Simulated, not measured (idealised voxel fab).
Title: Process Module voxel tone inversion
The cross-section shown here is cut; it is 255 nm wide and divided into square cells measuring 5 nm on a side.
A cross-section is written here as square cells arranged in a grid, and it is given in bands from the top down, each band taking up one or more rows of cells. The band entry comprises the height of the band's top followed by the height of its bottom, expressed in nm, and subsequently the band's materials from left to right, each stated together with its width in nm. Where a single material is marked with the word "all across", that material fills the band from edge to edge. The word "air" represents empty space. Heights are reckoned from 0. Under this level, the received wafer is all of one material. The bottommost band is open-ended downward, for example "from 0 down". Note: "30 to 40" means the width goes from the first number (top row of the band) to the second number (bottom row) in equal steps per row of cells. Given "no alteration" for a step, no cell of the cross-section differs between before and after that step. The entry "Closed void list" lists the empty spaces that cover at least 8 cells and have no open path to the top. Each is written as width x height at distance, where the distance is measured from the left edge and all three values are in nm. Post-settings text on a step line: simulator's own remark regarding the step. Steps that use a mask can have "overlay nm" on their line. It says how far the mask sat to the right of where it was meant to be. Negative means to the left.
### Steps in the process plan
1,RECEIVE, material Si
2,CONFORMAL_DEP, material SiN, thk nm 5
3,DIRECTIONAL_DEP, material aC, thk nm 20
4,PATTERN, tone cover, mask id POSTS, material resist, width nm 15, pitch nm 55, thk nm 25, overlay nm 0
5,DIRECTIONAL_ETCH, etch materials aC, depth nm 20
6,STRIP, etch materials resist
7,FILL_DEP, material SiO2, thk nm 10
8,CMP, height nm 25
9,STRIP, etch materials aC
10,CONFORMAL_DEP, material TiN, thk nm 5
11,FILL_DEP, material Cu, thk nm 10
12,CMP, height nm 25
13,CONFORMAL_DEP, material SiN, thk nm 5
The plan's step 4 width nm is the first wafer's value; the wafers differ in this setting and start identical.
### first wafer as received, after step 1
* from 0 down = Si all across
* Closed void list: none
### The first of several wafers, seen in cross-section after the module's last step, step 13
* from 30 to 25 = SiN all across
* from 25 to 10 = SiO2 35 nm / TiN 5 nm / Cu 5 nm / TiN 5 nm / SiO2 40 nm / TiN 5 nm / Cu 5 nm / TiN 5 nm / SiO2 40 nm / TiN 5 nm / Cu 5 nm / TiN 5 nm / SiO2 40 nm / TiN 5 nm / Cu 5 nm / TiN 5 nm / SiO2 40 nm
* from 10 to 5 = SiO2 35 nm / TiN 15 nm / SiO2 40 nm / TiN 15 nm / SiO2 40 nm / TiN 15 nm / SiO2 40 nm / TiN 15 nm / SiO2 40 nm
* from 5 to 0 = SiN all across
* from 0 down = Si all across
* Closed void list: none
### Cross-section of the final wafer among several, taken at the end of the module
* from 30 to 25 = SiN all across
* from 25 to 10 = SiO2 25 nm / TiN 5 nm / Cu 30 nm / TiN 5 nm / SiO2 15 nm / TiN 5 nm / Cu 30 nm / TiN 5 nm / SiO2 15 nm / TiN 5 nm / Cu 30 nm / TiN 5 nm / SiO2 15 nm / TiN 5 nm / Cu 30 nm / TiN 5 nm / SiO2 25 nm
* from 10 to 5 = SiO2 25 nm / TiN 40 nm / SiO2 15 nm / TiN 40 nm / SiO2 15 nm / TiN 40 nm / SiO2 15 nm / TiN 40 nm / SiO2 25 nm
* from 5 to 0 = SiN all across
* from 0 down = Si all across
* Closed void list: none
### Wafer rows, end of module: cells per material gained (+) or lost (-) since receipt; closed voids last
width nm 15; +12 Cu; +102 SiN; +156 SiO2; +36 TiN; Closed void list: none
width nm 20; +24 Cu; +102 SiN; +140 SiO2; +40 TiN; Closed void list: none
width nm 25; +36 Cu; +102 SiN; +124 SiO2; +44 TiN; Closed void list: none
width nm 30; +48 Cu; +102 SiN; +108 SiO2; +48 TiN; Closed void list: none
width nm 35; +60 Cu; +102 SiN; +92 SiO2; +52 TiN; Closed void list: none
width nm 40; +72 Cu; +102 SiN; +76 SiO2; +56 TiN; Closed void list: none
